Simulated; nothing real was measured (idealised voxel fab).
voxel capacitor over wiring: a process module
Xsec cut, 200 nm wide, square cell size 5 nm.
Just so we're on the same page, the cross-sections are grids of square cells, and they're listed out in bands top to bottom, each band one or more rows deep.
Look at the band entry: it leads with the top's height and the bottom's height in nm. Then it lists the materials left to right, with a width in nm for each. The word "edge to edge" on a single material says that material fills the band edge to edge. The word "blank" is empty space.
The reference from which all heights are counted is 0, the level beneath which the as-received wafer is entirely one material; the lowest band, having no lower bound, proceeds downward and is written after the example "0 down".
A width such as "30 to 40" changes by the same amount from each row of cells to the next, from the band's top row to its bottom row.
It should be understood that the words "nothing changed", when stated for a given step, signify that the cross-section underwent no change in any of its cells during that step.
Enclosed void inventory: empty space of 8 cells or more with no open way to the top, each as width x height at its distance from the left edge, in nm
Text after the settings on a step's line: the simulator's own remark on that step.
For masked steps, "overlay nm" on the step line gives how far right of plan the mask actually lay; a minus sign means it lay to the left.
## Process steps foreseen in the plan
1) RECEIVE, material Si
2) CONFORMAL_DEP, material SiO2, thk nm 15
3) DIRECTIONAL_DEP, material TiN, thk nm 5
4) DIRECTIONAL_DEP, material Ru, thk nm 15
5) MASKED_ETCH, tone cover, mask id METAL_1, width nm 25, pitch nm 85, etch materials Ru, depth nm 15, overlay nm 0
6) MASKED_ETCH, tone cover, mask id METAL_1, width nm 25, pitch nm 85, etch materials TiN, depth nm 5, overlay nm 0
7) FILL_DEP, material lowk, thk nm 10
8) CMP, height nm 35
9) CONFORMAL_DEP, material SiCN, thk nm 5
10) DIRECTIONAL_DEP, material lowk, thk nm 20
11) MASKED_ETCH, tone open, mask id PLUG_1, width nm 15, etch materials lowk, depth nm 20, overlay nm 0
12) MASKED_ETCH, tone open, mask id PLUG_1, width nm 15, etch materials SiCN, depth nm 5, overlay nm 0
13) EPI, material Ru, thk nm 10
14) EPI, material Ru, thk nm 10
15) EPI, material Ru, thk nm 5
16) DIRECTIONAL_DEP, material TiN, thk nm 10
17) DIRECTIONAL_DEP, material Al2O3, thk nm 5
18) DIRECTIONAL_DEP, material TiN, thk nm 5
19) PATTERN, tone cover, mask id UPPER_PLATE, material resist, width nm 65, thk nm 15, overlay nm 0
20) DIRECTIONAL_ETCH, etch materials TiN, depth nm 5
21) DIRECTIONAL_ETCH, etch materials Al2O3, depth nm 5
22) STRIP, etch materials resist
23) PATTERN, tone cover, mask id LOWER_PLATE, material resist, width nm 75, thk nm 20, overlay nm 0
24) DIRECTIONAL_ETCH, etch materials TiN, depth nm 10
25) STRIP, etch materials resist
26) FILL_DEP, material SiO2, thk nm 15
27) CMP, height nm 90
28) DIRECTIONAL_DEP, material aC, thk nm 15
29) PATTERN, tone open, mask id PLUG_2, material resist, width nm 15, thk nm 30, overlay nm 0
30) DIRECTIONAL_ETCH, etch materials aC, depth nm 15
31) STRIP, etch materials resist
32) DIRECTIONAL_ETCH, etch materials SiO2, depth nm 10
33) STRIP, etch materials aC
34) CONFORMAL_DEP, material TiN, thk nm 5
35) FILL_DEP, material W, thk nm 10
36) CMP, height nm 90
37) CONFORMAL_DEP, material SiCN, thk nm 5
## Wafer as received: cross-section following step 1
	0 down = Si edge to edge
	Enclosed void inventory: none
## First of two wafers at the end of the module, shown in cross-section; run carried out as planned
	95 to 90 = SiCN edge to edge
	90 to 85 = SiO2 65 | TiN 5 | W 5 | TiN 5 | SiO2 120
	85 to 75 = SiO2 65 to 55 | TiN 15 to 65 | SiO2 120 to 80
	75 to 70 = SiO2 55 | Al2O3 65 | SiO2 80
	70 to 60 = SiO2 50 | TiN 75 | SiO2 75
	60 to 40 = lowk 55 | Ru 15 | lowk 130
	40 to 35 = SiCN 55 | Ru 15 | SiCN 130
	35 to 20 = lowk 45 | Ru 25 | lowk 60 | Ru 25 | lowk 45
	20 to 15 = lowk 45 | TiN 25 | lowk 60 | TiN 25 | lowk 45
	15 to 0 = SiO2 edge to edge
	0 down = Si edge to edge
	Enclosed void inventory: none
## second wafer at the end: like start, like plan, one mistake
	95 to 90 = SiCN edge to edge
	90 to 85 = SiO2 65 | TiN 5 | W 5 | TiN 5 | SiO2 120
	85 to 75 = SiO2 65 to 55 | TiN 15 to 65 | SiO2 120 to 80
	75 to 70 = SiO2 55 | Al2O3 65 | SiO2 80
	70 to 60 = SiO2 50 | TiN 75 | SiO2 75
	60 to 40 = lowk 55 | Ru 15 | lowk 130
	40 to 35 = SiCN 55 | Ru 15 | SiCN 130
	35 to 20 = lowk 45 | Ru 25 | lowk 60 | Ru 25 | lowk 45
	20 to 15 = SiCN edge to edge
	15 to 0 = SiO2 edge to edge
	0 down = Si edge to edge
	Enclosed void inventory: none
It is concluded that the wafer was processed incorrectly with respect to the plan, in that so step 3 ended up running with a different setting than we planned, it ran as DIRECTIONAL_DEP, material SiCN, thk nm 5
Materials where the second wafer ends with more or fewer cells than the first: SiCN +40 | TiN -10 | lowk -30
